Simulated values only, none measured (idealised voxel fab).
Process module in this document: voxel released beams
Cross-sectional view cut (width: 205 nm; square cell size: 5 nm).
Think of the cross-section as a grid of square cells. We describe it in bands, top to bottom, and each band covers one or more rows of those cells.
First you get the band's top height and its bottom height, in nm, and then the materials it's made of, left to right, with each width in nm. If you see a single material with "full width", that one covers the band edge to edge. "blank" is empty space.
Basically, 0 is our baseline, since under it the wafer straight out of the box is all one material. The bottom band has no lower end and keeps on going down, so it looks like "z 0 and below".
So if you see something like "30->40" for the width, read it as the top row of the band sitting at the first number and the bottom row at the second, with every row in between moving by the same amount as the last.
What does "no modification" mean for a step? It means no cell of the cross-section changed in that step.
So "Sealed void listing" is basically the list of trapped voids: any empty space of 8 cells or more that can't reach the top through an opening. They're written width x height at distance, the distance being from the left edge, and it's all nm.
Formally, on a step line, whatever follows the settings is a remark that the simulator itself makes on the step.
"overlay nm" on a masked step: distance the mask lay right of its planned place, negative for left.

This section lists the process steps that were planned:
1. RECEIVE | material Si
2. CONFORMAL_DEP | material Al2O3 | thk nm 10
3. DIRECTIONAL_DEP | material SiO2 | thk nm 20
4. PATTERN | tone open | mask id ANCHOR | material resist | width nm 35 | thk nm 20 | overlay nm 0
5. DIRECTIONAL_ETCH | etch materials SiO2 | depth nm 20
6. STRIP | etch materials resist
7. CONFORMAL_DEP | material SiN | thk nm 10
8. PATTERN | tone cover | mask id BEAM | material resist | width nm 110 | thk nm 15 | overlay nm 0
9. DIRECTIONAL_ETCH | etch materials SiN | depth nm 10
10. STRIP | etch materials resist
11. STRIP | etch materials SiO2

Cross-section of the wafer at receipt, which is the condition after step 1:
* z 0 and below = Si full width
* Sealed void listing: none

The first of the two wafers as seen in cross-section once the module was finished; processing followed the plan:
* z 40 to 30 = 45 nm blank, then 15 nm SiN, then 15 nm blank, then 80 nm SiN, then 50 nm blank
* z 30 to 20 = 50 nm blank, then 10 nm SiN, then 15 nm blank, then 10 nm SiN, then 120 nm blank
* z 20 to 10 = 50 nm blank, then 35 nm SiN, then 120 nm blank
* z 10 to 0 = Al2O3 full width
* z 0 and below = Si full width
* Sealed void listing: none

What the second wafer looks like in cross-section once the module is done. Its start and its plan matched the first wafer's exactly; what differed was one mistake in how it was run:
* z 10 to 0 = 45 nm blank, then 110 nm SiN, then 50 nm blank
* z 0 and below = Si full width
* Sealed void listing: none
It is concluded that the wafer was processed incorrectly with respect to the plan, in that rather than as planned, step 6 actually ran as STRIP | etch materials Al2O3
Heads up, by the end the second wafer has more or fewer cells of some materials compared to the first: Al2O3: 82 fewer | SiN: 16 fewer
